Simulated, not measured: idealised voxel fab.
process module | voxel ribs on slabs
We display cut, a cross-section 260 nm in width whose square cells are each 5 nm.
In what follows, cross-sections appear as grids of square cells, described through bands that run from the top down, where every band is one or more rows of cells. Per band: top height and bottom height in nm, followed by the left-to-right materials and their widths in nm; "throughout" marks a single material spanning edge to edge, "air" marks empty space. The reference from which all heights are counted is 0, the level beneath which the as-received wafer is entirely one material; the lowest band, having no lower bound, proceeds downward and is written after the example "0 nm and below". The width entry "30..40" should be interpreted row by row: the top row of cells in the band takes the first number, the bottom row takes the second number, and the change between adjacent rows is uniform throughout. Step marked "remains unaltered"? Then no cell in the cross-section changed in it. Heads up: "Enclosed cavity list" only lists the empty pockets with no open path to the top that are 8 cells or more, and it writes them as width x height at distance, distance from the left edge, in nm. Post-settings text on a step line: simulator's own remark regarding the step. The "overlay nm" setting may appear on a step's line; for a step that uses a mask, it gives how far to the right of its planned position the mask lay, and a negative value indicates the left.

This section lists the process steps that were planned:
- 1: RECEIVE | material Si
- 2: DIRECTIONAL_DEP | material SiO2 | thk nm 25
- 3: DIRECTIONAL_DEP | material SiN | thk nm 20
- 4: MASKED_ETCH | tone cover | mask id RIB | width nm 30 | etch materials SiN | depth nm 5 | overlay nm 0
- 5: DIRECTIONAL_DEP | material aC | thk nm 10
- 6: PATTERN | tone cover | mask id SLAB | material resist | width nm 80 | thk nm 25 | overlay nm 0
- 7: DIRECTIONAL_ETCH | etch materials aC | depth nm 10
- 8: STRIP | etch materials resist
- 9: DIRECTIONAL_ETCH | etch materials SiN | depth nm 15
- 10: STRIP | etch materials aC
- 11: FILL_DEP | material SiO2 | thk nm 20
- 12: CMP | height nm 55
- 13: DIRECTIONAL_DEP | material W | thk nm 10
- 14: MASKED_ETCH | tone cover | mask id HEATER | width nm 40 | etch materials W | depth nm 10 | overlay nm 0
- 15: CONFORMAL_DEP | material SiN | thk nm 5

So, the first of our two wafers, run just as we planned it:

as received, after step 1:
- 0 nm and below: Si throughout
- Enclosed cavity list: none

Wafer xsec, post step 2:
- 25 nm to 0 nm: SiO2 throughout
- Everything under 0 stays put, no change at all.

Wafer xsec, post step 3:
- 45 nm to 25 nm: SiN throughout
- Everything under 25 stays put, no change at all.

Wafer xsec, post step 4:
- 45 nm to 40 nm: 115 of air / 30 of SiN / 115 of air
- Everything under 40 stays put, no change at all.

Wafer xsec, post step 5:
- 55 nm to 50 nm: 115 of air / 30 of aC / 115 of air
- 50 nm to 45 nm: aC throughout
- 45 nm to 40 nm: 115 of aC / 30 of SiN / 115 of aC
- Everything under 40 stays put, no change at all.

Wafer xsec, post step 6:
- 80 nm to 55 nm: 90 of air / 80 of resist / 90 of air
- 55 nm to 50 nm: 90 of air / 25 of resist / 30 of aC / 25 of resist / 90 of air
- Everything under 50 stays put, no change at all.

Wafer xsec, post step 7:
- 70 nm to 55 nm: 90 of air / 80 of resist / 90 of air
- 55 nm to 50 nm: 90 of air / 25 of resist / 30 of aC / 25 of resist / 90 of air
- 50 nm to 45 nm: 90 of air / 80 of aC / 90 of air
- 45 nm to 40 nm: 90 of air / 25 of aC / 30 of SiN / 25 of aC / 90 of air
- Everything under 40 stays put, no change at all.

Wafer xsec, post step 8:
- 55 nm to 45 nm: 115..90 of air / 30..80 of aC / 115..90 of air
- Everything under 45 stays put, no change at all.

Wafer xsec, post step 9:
- 55 nm to 45 nm: 115..90 of air / 30..80 of aC / 115..90 of air
- 45 nm to 40 nm: 90 of air / 25 of aC / 30 of SiN / 25 of aC / 90 of air
- 40 nm to 25 nm: 90 of air / 80 of SiN / 90 of air
- Everything under 25 stays put, no change at all.

Wafer xsec, post step 10:
- 45 nm to 40 nm: 115 of air / 30 of SiN / 115 of air
- Everything under 40 stays put, no change at all.

Wafer xsec, post step 11:
- 65 nm to 45 nm: SiO2 throughout
- 45 nm to 40 nm: 115 of SiO2 / 30 of SiN / 115 of SiO2
- 40 nm to 25 nm: 90 of SiO2 / 80 of SiN / 90 of SiO2
- Everything under 25 stays put, no change at all.

Wafer xsec, post step 12:
- 55 nm to 45 nm: SiO2 throughout
- Everything under 45 stays put, no change at all.

Wafer xsec, post step 13:
- 65 nm to 55 nm: W throughout
- Everything under 55 stays put, no change at all.

Wafer xsec, post step 14:
- 65 nm to 55 nm: 110 of air / 40 of W / 110 of air
- Everything under 55 stays put, no change at all.

Wafer xsec, post step 15:
- 70 nm to 65 nm: 105 of air / 50 of SiN / 105 of air
- 65 nm to 60 nm: 105 of air / 5 of SiN / 40 of W / 5 of SiN / 105 of air
- 60 nm to 55 nm: 110 of SiN / 40 of W / 110 of SiN
- Everything under 55 stays put, no change at all.

What follows concerns the second wafer, which started out like the first and was meant to follow the very same plan; one mistake crept in when it was run, but everything up to and including step 13 is the same as for the first wafer:

Cross-section of the second wafer corresponding to the planned conclusion of step 14:
- 65 nm to 55 nm: 110 of air / 45 of W / 105 of air
- Everything under 55 stays put, no change at all.

Cross-section of the second wafer corresponding to the planned conclusion of step 15:
- 70 nm to 65 nm: 105 of air / 55 of SiN / 100 of air
- 65 nm to 60 nm: 105 of air / 5 of SiN / 45 of W / 5 of SiN / 100 of air
- 60 nm to 55 nm: 110 of SiN / 45 of W / 105 of SiN
- Everything under 55 stays put, no change at all.
Nonconformance to the process plan: in deviation from the planned setting, step 14 was conducted as MASKED_ETCH | tone cover | mask id HEATER | width nm 45 | etch materials W | depth nm 10 | overlay nm 0
End check, counted in cells, second wafer has more or fewer of these materials than the first: +2 W
